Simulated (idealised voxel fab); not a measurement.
The process module that follows is named voxel wiring stack.
Xsec cut, 210 nm wide, square cell size 5 nm.
Think of the cross-section as a grid of square cells. We describe it in bands, top to bottom, and each band covers one or more rows of those cells. Band: top and bottom heights (nm) first, top before bottom; then materials from left to right, widths in nm. "edge to edge" marks a sole material filling the band edge to edge. "air" denotes empty space. Heights are reckoned from 0. Under this level, the received wafer is all of one material. The bottommost band is open-ended downward, for example "top 0, no bottom". Quick explanation for "30->40": the width changes in equal steps down the rows of cells, from the first number in the band's top row to the second number in its bottom row. Step note "changes: none" = no cross-section cell changed. In the "Sealed void list" entry, you get each enclosed empty space of 8 cells or more, one with no open way to the top, written width x height at distance, distance from the left edge, in nm. after a step's settings: what the simulator itself notes on the step. On any step carrying a mask, the "overlay nm" setting, if present on the step's line, tells how far right of its planned place the mask lay; negative values point to the left.
## This section lists the process steps that were planned
step 1: RECEIVE (material Si)
step 2: CONFORMAL_DEP (material SiO2; thk nm 10)
step 3: DIRECTIONAL_DEP (material TiN; thk nm 5)
step 4: DIRECTIONAL_DEP (material W; thk nm 15)
step 5: PATTERN (tone cover; mask id METAL_1; material resist; width nm 30; pitch nm 60; thk nm 15; overlay nm 0)
step 6: DIRECTIONAL_ETCH (etch materials W; depth nm 15)
step 7: DIRECTIONAL_ETCH (etch materials TiN; depth nm 5)
step 8: STRIP (etch materials resist)
step 9: FILL_DEP (material SiO2; thk nm 5)
step 10: CMP (height nm 30)
step 11: CONFORMAL_DEP (material SiCN; thk nm 5)
step 12: DIRECTIONAL_DEP (material SiO2; thk nm 10)
step 13: DIRECTIONAL_DEP (material aC; thk nm 10)
step 14: PATTERN (tone open; mask id PLUG_1; material resist; width nm 15; pitch nm 60; thk nm 25; overlay nm 0)
step 15: DIRECTIONAL_ETCH (etch materials aC; depth nm 10)
step 16: STRIP (etch materials resist)
step 17: DIRECTIONAL_ETCH (etch materials SiO2; depth nm 10)
step 18: DIRECTIONAL_ETCH (etch materials SiCN; depth nm 5)
step 19: STRIP (etch materials aC)
step 20: EPI (material Ru; thk nm 10)
step 21: EPI (material Ru; thk nm 5)
step 22: CONFORMAL_DEP (material SiN; thk nm 5)
step 23: DIRECTIONAL_DEP (material SiO2; thk nm 15)
step 24: DIRECTIONAL_DEP (material aC; thk nm 15)
step 25: PATTERN (tone open; mask id METAL_2; material resist; width nm 30; pitch nm 60; thk nm 30; overlay nm 0)
step 26: DIRECTIONAL_ETCH (etch materials aC; depth nm 15)
step 27: STRIP (etch materials resist)
step 28: DIRECTIONAL_ETCH (etch materials SiO2; depth nm 15)
step 29: DIRECTIONAL_ETCH (etch materials SiN; depth nm 5)
step 30: STRIP (etch materials aC)
step 31: CONFORMAL_DEP (material TiN; thk nm 5)
step 32: FILL_DEP (material W; thk nm 10)
step 33: CMP (height nm 65)
step 34: CONFORMAL_DEP (material SiCN; thk nm 5)
step 35: DIRECTIONAL_DEP (material lowk; thk nm 15)
step 36: DIRECTIONAL_DEP (material aC; thk nm 10)
step 37: PATTERN (tone open; mask id PLUG_2; material resist; width nm 15; pitch nm 60; thk nm 25; overlay nm 0)
step 38: DIRECTIONAL_ETCH (etch materials aC; depth nm 10)
step 39: STRIP (etch materials resist)
step 40: DIRECTIONAL_ETCH (etch materials lowk; depth nm 15)
step 41: DIRECTIONAL_ETCH (etch materials SiCN; depth nm 5)
step 42: STRIP (etch materials aC)
step 43: EPI (material Ru; thk nm 10)
step 44: EPI (material Ru; thk nm 10)
step 45: DIRECTIONAL_DEP (material TiN; thk nm 5)
step 46: DIRECTIONAL_DEP (material Ru; thk nm 15)
step 47: DIRECTIONAL_DEP (material aC; thk nm 10)
step 48: PATTERN (tone cover; mask id METAL_3; material resist; width nm 30; pitch nm 60; thk nm 25; overlay nm 0)
step 49: DIRECTIONAL_ETCH (etch materials aC; depth nm 10)
step 50: STRIP (etch materials resist)
step 51: DIRECTIONAL_ETCH (etch materials Ru; depth nm 15)
step 52: DIRECTIONAL_ETCH (etch materials TiN; depth nm 5)
step 53: STRIP (etch materials aC)
step 54: FILL_DEP (material lowk; thk nm 5)
step 55: CMP (height nm 105)
step 56: CONFORMAL_DEP (material SiCN; thk nm 5)
step 57: DIRECTIONAL_DEP (material SiO2; thk nm 20)
step 58: MASKED_ETCH (tone open; mask id PLUG_3; width nm 15; pitch nm 120; etch materials SiO2; depth nm 20; overlay nm 0)
step 59: MASKED_ETCH (tone open; mask id PLUG_3; width nm 15; pitch nm 120; etch materials SiCN; depth nm 5; overlay nm 0)
step 60: CONFORMAL_DEP (material TiN; thk nm 5)
step 61: FILL_DEP (material Cu; thk nm 5)
step 62: CMP (height nm 130)
step 63: DIRECTIONAL_DEP (material TiN; thk nm 5)
step 64: DIRECTIONAL_DEP (material W; thk nm 15)
step 65: PATTERN (tone cover; mask id METAL_4; material resist; width nm 30; pitch nm 60; thk nm 15; overlay nm 0)
step 66: DIRECTIONAL_ETCH (etch materials W; depth nm 15)
step 67: DIRECTIONAL_ETCH (etch materials TiN; depth nm 5)
step 68: STRIP (etch materials resist)
step 69: FILL_DEP (material lowk; thk nm 10)
step 70: CMP (height nm 150)
step 71: CONFORMAL_DEP (material SiCN; thk nm 5)
## As-received state of the wafer in cross-section, equivalent to post-step 1
* top 0, no bottom | Si edge to edge
* Sealed void list: none
## As-planned run: cross-section of the first of two wafers at end of module
* top 155, bottom 150 | SiCN edge to edge
* top 150, bottom 135 | lowk 30 nm  W 30 nm  lowk 30 nm  W 30 nm  lowk 30 nm  W 30 nm  lowk 30 nm
* top 135, bottom 130 | lowk 30 nm  TiN 30 nm  lowk 30 nm  TiN 30 nm  lowk 30 nm  TiN 30 nm  lowk 30 nm
* top 130, bottom 110 | SiO2 30 nm  TiN 5 nm  Cu 5 nm  TiN 5 nm  SiO2 105 nm  TiN 5 nm  Cu 5 nm  TiN 5 nm  SiO2 45 nm
* top 110, bottom 105 | SiCN 30 nm  TiN 15 nm  SiCN 105 nm  TiN 15 nm  SiCN 45 nm
* top 105, bottom 90 | lowk 30 nm  Ru 30 nm  lowk 30 nm  Ru 30 nm  lowk 30 nm  Ru 30 nm  lowk 30 nm
* top 90, bottom 85 | lowk 30 nm  TiN 30 nm  lowk 30 nm  TiN 30 nm  lowk 30 nm  TiN 30 nm  lowk 30 nm
* top 85, bottom 70 | lowk 30 nm  Ru 15 nm  lowk 45 nm  Ru 15 nm  lowk 45 nm  Ru 15 nm  lowk 45 nm
* top 70, bottom 65 | SiCN 30 nm  Ru 15 nm  SiCN 45 nm  Ru 15 nm  SiCN 45 nm  Ru 15 nm  SiCN 45 nm
* top 65, bottom 50 | SiO2 30 nm  TiN 5 nm  W 20 nm  TiN 5 nm  SiO2 30 nm  TiN 5 nm  W 20 nm  TiN 5 nm  SiO2 30 nm  TiN 5 nm  W 20 nm  TiN 5 nm  SiO2 30 nm
* top 50, bottom 45 | SiN 30 nm  TiN 30 nm  SiN 30 nm  TiN 30 nm  SiN 30 nm  TiN 30 nm  SiN 30 nm
* top 45, bottom 35 | SiO2 30 nm  Ru 15 nm  SiO2 45 nm  Ru 15 nm  SiO2 45 nm  Ru 15 nm  SiO2 45 nm
* top 35, bottom 30 | SiCN 30 nm  Ru 15 nm  SiCN 45 nm  Ru 15 nm  SiCN 45 nm  Ru 15 nm  SiCN 45 nm
* top 30, bottom 15 | SiO2 30 nm  W 30 nm  SiO2 30 nm  W 30 nm  SiO2 30 nm  W 30 nm  SiO2 30 nm
* top 15, bottom 10 | SiO2 30 nm  TiN 30 nm  SiO2 30 nm  TiN 30 nm  SiO2 30 nm  TiN 30 nm  SiO2 30 nm
* top 10, bottom 0 | SiO2 edge to edge
* top 0, no bottom | Si edge to edge
* Sealed void list: none
## Cross-sectional view of the second of two wafers upon completion of the module. This wafer shared its starting condition and process plan with the first; one error was made during its execution
* top 155, bottom 150 | SiCN edge to edge
* top 150, bottom 135 | lowk 30 nm  W 30 nm  lowk 30 nm  W 30 nm  lowk 30 nm  W 30 nm  lowk 30 nm
* top 135, bottom 130 | lowk 30 nm  TiN 30 nm  lowk 30 nm  TiN 30 nm  lowk 30 nm  TiN 30 nm  lowk 30 nm
* top 130, bottom 110 | SiO2 30 nm  TiN 5 nm  Cu 5 nm  TiN 5 nm  SiO2 105 nm  TiN 5 nm  Cu 5 nm  TiN 5 nm  SiO2 45 nm
* top 110, bottom 105 | SiCN 30 nm  TiN 15 nm  SiCN 105 nm  TiN 15 nm  SiCN 45 nm
* top 105, bottom 100 | lowk 30 nm  Ru 15 nm  TiN 15 nm  lowk 30 nm  Ru 15 nm  TiN 15 nm  lowk 30 nm  Ru 15 nm  TiN 15 nm  lowk 30 nm
* top 100, bottom 90 | lowk 30 nm  Ru 15 nm  lowk 45 nm  Ru 15 nm  lowk 45 nm  Ru 15 nm  lowk 45 nm
* top 90, bottom 85 | lowk 30 nm  TiN 15 nm  lowk 45 nm  TiN 15 nm  lowk 45 nm  TiN 15 nm  lowk 45 nm
* top 85, bottom 70 | lowk edge to edge
* top 70, bottom 65 | SiCN edge to edge
* top 65, bottom 50 | SiO2 30 nm  TiN 5 nm  W 20 nm  TiN 5 nm  SiO2 30 nm  TiN 5 nm  W 20 nm  TiN 5 nm  SiO2 30 nm  TiN 5 nm  W 20 nm  TiN 5 nm  SiO2 30 nm
* top 50, bottom 45 | SiN 30 nm  TiN 30 nm  SiN 30 nm  TiN 30 nm  SiN 30 nm  TiN 30 nm  SiN 30 nm
* top 45, bottom 35 | SiO2 30 nm  Ru 15 nm  SiO2 45 nm  Ru 15 nm  SiO2 45 nm  Ru 15 nm  SiO2 45 nm
* top 35, bottom 30 | SiCN 30 nm  Ru 15 nm  SiCN 45 nm  Ru 15 nm  SiCN 45 nm  Ru 15 nm  SiCN 45 nm
* top 30, bottom 15 | SiO2 30 nm  W 30 nm  SiO2 30 nm  W 30 nm  SiO2 30 nm  W 30 nm  SiO2 30 nm
* top 15, bottom 10 | SiO2 30 nm  TiN 30 nm  SiO2 30 nm  TiN 30 nm  SiO2 30 nm  TiN 30 nm  SiO2 30 nm
* top 10, bottom 0 | SiO2 edge to edge
* top 0, no bottom | Si edge to edge
* Sealed void list: none
what went wrong: plan step 35 was conducted twice
at the end the second wafer has, in cells: Ru: 63 fewer, SiCN: 9 more, lowk: 54 more
